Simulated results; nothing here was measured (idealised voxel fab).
You're looking at the process module voxel transistor to metal.
cross-section cut | 195 nm wide | cells 5 nm
Think of the cross-section as a grid of square cells. We describe it in bands, top to bottom, and each band covers one or more rows of those cells.
The entry gives the band's vertical extent as a top height and a bottom height in nm, then its horizontal make-up as materials from left to right, each with a width in nm. "air" stands for empty space; a single material marked "edge to edge" fills the band edge to edge.
Heights are measured from 0, the level below which the as-received wafer is all one material; the lowest band has no bottom and continues downward, written as in "0 -> down".
When a width is written as two numbers, as in "30 to 40", the first number is the width in the top row of cells of the band and the second is the width in its bottom row, and the width changes by the same amount from each row to the next.
No cell of the cross-section changed in a step that is given as "nothing was modified".
Each empty space that has no open way to the top and spans at least 8 cells appears under "Entrapped voids" as width x height at distance, the distance counted from the left edge, all in nm.
It should be noted that, on the line of a given step, the content following the step's settings is a remark produced by the simulator itself with respect to that step.
overlay nm: on a step with a mask, how far right of its planned place the mask lay; negative means left.
Every pair from here on: before one process step, after it. The after cross-section reaches only to the lowest band that changed. Below the pair: the step in between and its settings. Pairs can belong to different runs of this module on the same starting wafer; a pair carries on from the pair above only if the entry headed "Before the step" says so.

BEFORE THE STEP
    40 -> 35 = air: 70  SiN: 10  air: 5  SiCN: 25  air: 5  SiN: 10  air: 70
    35 -> 25 = air: 70  SiN: 10  SiO2: 5  SiCN: 25  SiO2: 5  SiN: 10  air: 70
    25 -> 0 = air: 70  SiN: 10  SiO2: 5  polySi: 25  SiO2: 5  SiN: 10  air: 70
    0 -> -10 = air: 70 to 40  SiO2: 55 to 115  air: 70 to 40
    -10 -> -25 = Si: 40  SiO2: 115  Si: 40
    -25 -> down = Si edge to edge
    Entrapped voids: none

POST-STEP APPEARANCE
    40 -> 35 = air: 70  SiN: 10  air: 5  SiCN: 25  air: 5  SiN: 10  air: 70
    35 -> 25 = air: 70  SiN: 10  SiO2: 5  SiCN: 25  SiO2: 5  SiN: 10  air: 70
    25 -> 0 = air: 70  SiN: 10  SiO2: 5  polySi: 25  SiO2: 5  SiN: 10  air: 70
    0 -> -5 = SiGe: 45  air: 25  SiO2: 55  air: 25  SiGe: 45
    -5 -> -10 = SiGe: 40  SiO2: 115  SiGe: 40
    Below -10 it's all the same as before, nothing changed down there.
    Entrapped voids: none
The process step bridging the two cross-sections above: EPI with material SiGe, thk nm 10

Before the step: no separate figure, the pair right above already shows it after its step.

POST-STEP APPEARANCE
    45 -> 40 = SiO2 edge to edge
    40 -> 25 = SiO2: 70  SiN: 10  SiO2: 5  SiCN: 25  SiO2: 5  SiN: 10  SiO2: 70
    25 -> 0 = SiO2: 70  SiN: 10  SiO2: 5  polySi: 25  SiO2: 5  SiN: 10  SiO2: 70
    0 -> -10 = SiGe: 45 to 40  SiO2: 105 to 115  SiGe: 45 to 40
    Below -10 it's all the same as before, nothing changed down there.
    Entrapped voids: none
The process step bridging the two cross-sections above: FILL_DEP with material SiO2, thk nm 5

Before the step: no separate figure, the pair right above already shows it after its step.

POST-STEP APPEARANCE
    25 -> 0 = SiO2: 70  SiN: 10  SiO2: 5  polySi: 25  SiO2: 5  SiN: 10  SiO2: 70
    Below 0 it's all the same as before, nothing changed down there.
    Entrapped voids: none
The process step bridging the two cross-sections above: CMP with height nm 25

Before the step: no separate figure, the pair right above already shows it after its step.

POST-STEP APPEARANCE
    25 -> 0 = SiO2: 70  SiN: 10  SiO2: 5  air: 25  SiO2: 5  SiN: 10  SiO2: 70
    Below 0 it's all the same as before, nothing changed down there.
    Entrapped voids: none
The process step bridging the two cross-sections above: STRIP with etch materials polySi

Before the step: no separate figure, the pair right above already shows it after its step.

POST-STEP APPEARANCE
    25 -> 20 = air: 70  SiN: 10  air: 35  SiN: 10  air: 70
    20 -> 0 = SiO2: 70  SiN: 10  air: 35  SiN: 10  SiO2: 70
    0 -> -5 = SiGe: 45  SiO2: 35  air: 35  SiO2: 35  SiGe: 45
    Below -5 it's all the same as before, nothing changed down there.
    Entrapped voids: none
The process step bridging the two cross-sections above: SELECTIVE_ETCH with etch materials SiO2, depth nm 5

Before the step: no separate figure, the pair right above already shows it after its step.

POST-STEP APPEARANCE
    30 -> 25 = air: 65  HfO2: 20  air: 25  HfO2: 20  air: 65
    25 -> 20 = HfO2: 70  SiN: 10  HfO2: 5  air: 25  HfO2: 5  SiN: 10  HfO2: 70
    20 -> 0 = SiO2: 70  SiN: 10  HfO2: 5  air: 25  HfO2: 5  SiN: 10  SiO2: 70
    0 -> -5 = SiGe: 45  SiO2: 35  HfO2: 35  SiO2: 35  SiGe: 45
    Below -5 it's all the same as before, nothing changed down there.
    Entrapped voids: none
The process step bridging the two cross-sections above: CONFORMAL_DEP with material HfO2, thk nm 5

Before the step: no separate figure, the pair right above already shows it after its step.

POST-STEP APPEARANCE
    35 -> 30 = air: 60  TiN: 30  air: 15  TiN: 30  air: 60
    30 -> 25 = TiN: 65  HfO2: 20  TiN: 5  air: 15  TiN: 5  HfO2: 20  TiN: 65
    25 -> 20 = HfO2: 70  SiN: 10  HfO2: 5  TiN: 5  air: 15  TiN: 5  HfO2: 5  SiN: 10  HfO2: 70
    20 -> 5 = SiO2: 70  SiN: 10  HfO2: 5  TiN: 5  air: 15  TiN: 5  HfO2: 5  SiN: 10  SiO2: 70
    5 -> 0 = SiO2: 70  SiN: 10  HfO2: 5  TiN: 25  HfO2: 5  SiN: 10  SiO2: 70
    Below 0 it's all the same as before, nothing changed down there.
    Entrapped voids: none
The process step bridging the two cross-sections above: CONFORMAL_DEP with material TiN, thk nm 5

Before the step: no separate figure, the pair right above already shows it after its step.

POST-STEP APPEARANCE
    40 -> 35 = W edge to edge
    35 -> 30 = W: 60  TiN: 30  W: 15  TiN: 30  W: 60
    30 -> 25 = TiN: 65  HfO2: 20  TiN: 5  W: 15  TiN: 5  HfO2: 20  TiN: 65
    25 -> 20 = HfO2: 70  SiN: 10  HfO2: 5  TiN: 5  W: 15  TiN: 5  HfO2: 5  SiN: 10  HfO2: 70
    20 -> 5 = SiO2: 70  SiN: 10  HfO2: 5  TiN: 5  W: 15  TiN: 5  HfO2: 5  SiN: 10  SiO2: 70
    Below 5 it's all the same as before, nothing changed down there.
    Entrapped voids: none
The process step bridging the two cross-sections above: FILL_DEP with material W, thk nm 5

Before the step: no separate figure, the pair right above already shows it after its step.

POST-STEP APPEARANCE
    20 -> 5 = SiO2: 70  SiN: 10  HfO2: 5  TiN: 5  W: 15  TiN: 5  HfO2: 5  SiN: 10  SiO2: 70
    Below 5 it's all the same as before, nothing changed down there.
    Entrapped voids: none
The process step bridging the two cross-sections above: CMP with height nm 20

Before the step: no separate figure, the pair right above already shows it after its step.

POST-STEP APPEARANCE
    30 -> 20 = SiO2 edge to edge
    Below 20 it's all the same as before, nothing changed down there.
    Entrapped voids: none
The process step bridging the two cross-sections above: DIRECTIONAL_DEP with material SiO2, thk nm 10

Before the step: no separate figure, the pair right above already shows it after its step.

POST-STEP APPEARANCE
    30 -> 20 = SiO2: 50  air: 20  SiO2: 55  air: 20  SiO2: 50
    20 -> 5 = SiO2: 50  air: 20  SiN: 10  HfO2: 5  TiN: 5  W: 15  TiN: 5  HfO2: 5  SiN: 10  air: 20  SiO2: 50
    5 -> 0 = SiO2: 50  air: 20  SiN: 10  HfO2: 5  TiN: 25  HfO2: 5  SiN: 10  air: 20  SiO2: 50
    Below 0 it's all the same as before, nothing changed down there.
    Entrapped voids: none
The process step bridging the two cross-sections above: MASKED_ETCH with tone open, mask id CONTACT, width nm 20, pitch nm 75, etch materials SiO2, depth nm 30, overlay nm 0

Before the step: no separate figure, the pair right above already shows it after its step.

POST-STEP APPEARANCE
    35 -> 30 = TiN: 55  air: 10  TiN: 65  air: 10  TiN: 55
    30 -> 20 = SiO2: 50  TiN: 5  air: 10  TiN: 5  SiO2: 55  TiN: 5  air: 10  TiN: 5  SiO2: 50
    20 -> 5 = SiO2: 50  TiN: 5  air: 10  TiN: 5  SiN: 10  HfO2: 5  TiN: 5  W: 15  TiN: 5  HfO2: 5  SiN: 10  TiN: 5  air: 10  TiN: 5  SiO2: 50
    5 -> 0 = SiO2: 50  TiN: 20  SiN: 10  HfO2: 5  TiN: 25  HfO2: 5  SiN: 10  TiN: 20  SiO2: 50
    Below 0 it's all the same as before, nothing changed down there.
    Entrapped voids: none
The process step bridging the two cross-sections above: CONFORMAL_DEP with material TiN, thk nm 5

Before the step: no separate figure, the pair right above already shows it after its step.

POST-STEP APPEARANCE
    40 -> 35 = W edge to edge
    35 -> 30 = TiN: 55  W: 10  TiN: 65  W: 10  TiN: 55
    30 -> 20 = SiO2: 50  TiN: 5  W: 10  TiN: 5  SiO2: 55  TiN: 5  W: 10  TiN: 5  SiO2: 50
    20 -> 5 = SiO2: 50  TiN: 5  W: 10  TiN: 5  SiN: 10  HfO2: 5  TiN: 5  W: 15  TiN: 5  HfO2: 5  SiN: 10  TiN: 5  W: 10  TiN: 5  SiO2: 50
    Below 5 it's all the same as before, nothing changed down there.
    Entrapped voids: none
The process step bridging the two cross-sections above: FILL_DEP with material W, thk nm 5

Before the step: no separate figure, the pair right above already shows it after its step.

POST-STEP APPEARANCE
    30 -> 20 = SiO2: 50  TiN: 5  W: 10  TiN: 5  SiO2: 55  TiN: 5  W: 10  TiN: 5  SiO2: 50
    Below 20 it's all the same as before, nothing changed down there.
    Entrapped voids: none
The process step bridging the two cross-sections above: CMP with height nm 30

Before the step: no separate figure, the pair right above already shows it after its step.

POST-STEP APPEARANCE
    35 -> 30 = SiCN edge to edge
    Below 30 it's all the same as before, nothing changed down there.
    Entrapped voids: none
The process step bridging the two cross-sections above: CONFORMAL_DEP with material SiCN, thk nm 5

Before the step: no separate figure, the pair right above already shows it after its step.

POST-STEP APPEARANCE
    50 -> 35 = SiO2 edge to edge
    Below 35 it's all the same as before, nothing changed down there.
    Entrapped voids: none
The process step bridging the two cross-sections above: DIRECTIONAL_DEP with material SiO2, thk nm 15

Before the step: no separate figure, the pair right above already shows it after its step.

POST-STEP APPEARANCE
    65 -> 50 = aC edge to edge
    Below 50 it's all the same as before, nothing changed down there.
    Entrapped voids: none
The process step bridging the two cross-sections above: DIRECTIONAL_DEP with material aC, thk nm 15

Before the step: no separate figure, the pair right above already shows it after its step.

POST-STEP APPEARANCE
    95 -> 65 = resist: 50  air: 20  resist: 55  air: 20  resist: 50
    Below 65 it's all the same as before, nothing changed down there.
    Entrapped voids: none
The process step bridging the two cross-sections above: PATTERN with tone open, mask id METAL_1, material resist, width nm 20, pitch nm 75, thk nm 30, overlay nm 0

Before the step: no separate figure, the pair right above already shows it after its step.

POST-STEP APPEARANCE
    80 -> 65 = resist: 50  air: 20  resist: 55  air: 20  resist: 50
    65 -> 50 = aC: 50  air: 20  aC: 55  air: 20  aC: 50
    Below 50 it's all the same as before, nothing changed down there.
    Entrapped voids: none
The process step bridging the two cross-sections above: DIRECTIONAL_ETCH with etch materials aC, depth nm 15

Before the step: no separate figure, the pair right above already shows it after its step.

POST-STEP APPEARANCE
    65 -> 50 = aC: 50  air: 20  aC: 55  air: 20  aC: 50
    Below 50 it's all the same as before, nothing changed down there.
    Entrapped voids: none
The process step bridging the two cross-sections above: STRIP with etch materials resist

Before the step: no separate figure, the pair right above already shows it after its step.

POST-STEP APPEARANCE
    65 -> 50 = aC: 50  air: 20  aC: 55  air: 20  aC: 50
    50 -> 35 = SiO2: 50  air: 20  SiO2: 55  air: 20  SiO2: 50
    Below 35 it's all the same as before, nothing changed down there.
    Entrapped voids: none
The process step bridging the two cross-sections above: DIRECTIONAL_ETCH with etch materials SiO2, depth nm 15

Before the step: no separate figure, the pair right above already shows it after its step.

POST-STEP APPEARANCE
    65 -> 50 = aC: 50  air: 20  aC: 55  air: 20  aC: 50
    50 -> 35 = SiO2: 50  air: 20  SiO2: 55  air: 20  SiO2: 50
    35 -> 30 = SiCN: 50  air: 20  SiCN: 55  air: 20  SiCN: 50
    Below 30 it's all the same as before, nothing changed down there.
    Entrapped voids: none
The process step bridging the two cross-sections above: DIRECTIONAL_ETCH with etch materials SiCN, depth nm 5

Before the step: no separate figure, the pair right above already shows it after its step.

POST-STEP APPEARANCE
    50 -> 35 = SiO2: 50  air: 20  SiO2: 55  air: 20  SiO2: 50
    Below 35 it's all the same as before, nothing changed down there.
    Entrapped voids: none
The process step bridging the two cross-sections above: STRIP with etch materials aC

Before the step: no separate figure, the pair right above already shows it after its step.

POST-STEP APPEARANCE
    55 -> 50 = TiN: 55  air: 10  TiN: 65  air: 10  TiN: 55
    50 -> 35 = SiO2: 50  TiN: 5  air: 10  TiN: 5  SiO2: 55  TiN: 5  air: 10  TiN: 5  SiO2: 50
    35 -> 30 = SiCN: 50  TiN: 20  SiCN: 55  TiN: 20  SiCN: 50
    Below 30 it's all the same as before, nothing changed down there.
    Entrapped voids: none
The process step bridging the two cross-sections above: CONFORMAL_DEP with material TiN, thk nm 5

Before the step: no separate figure, the pair right above already shows it after its step.

POST-STEP APPEARANCE
    60 -> 55 = Ru edge to edge
    55 -> 50 = TiN: 55  Ru: 10  TiN: 65  Ru: 10  TiN: 55
    50 -> 35 = SiO2: 50  TiN: 5  Ru: 10  TiN: 5  SiO2: 55  TiN: 5  Ru: 10  TiN: 5  SiO2: 50
    Below 35 it's all the same as before, nothing changed down there.
    Entrapped voids: none
The process step bridging the two cross-sections above: FILL_DEP with material Ru, thk nm 5

Before the step: no separate figure, the pair right above already shows it after its step.

POST-STEP APPEARANCE
    50 -> 35 = SiO2: 50  TiN: 5  Ru: 10  TiN: 5  SiO2: 55  TiN: 5  Ru: 10  TiN: 5  SiO2: 50
    Below 35 it's all the same as before, nothing changed down there.
    Entrapped voids: none
The process step bridging the two cross-sections above: CMP with height nm 50

Before the step: no separate figure, the pair right above already shows it after its step.

POST-STEP APPEARANCE
    55 -> 50 = SiN edge to edge
    Below 50 it's all the same as before, nothing changed down there.
    Entrapped voids: none
The process step bridging the two cross-sections above: CONFORMAL_DEP with material SiN, thk nm 5
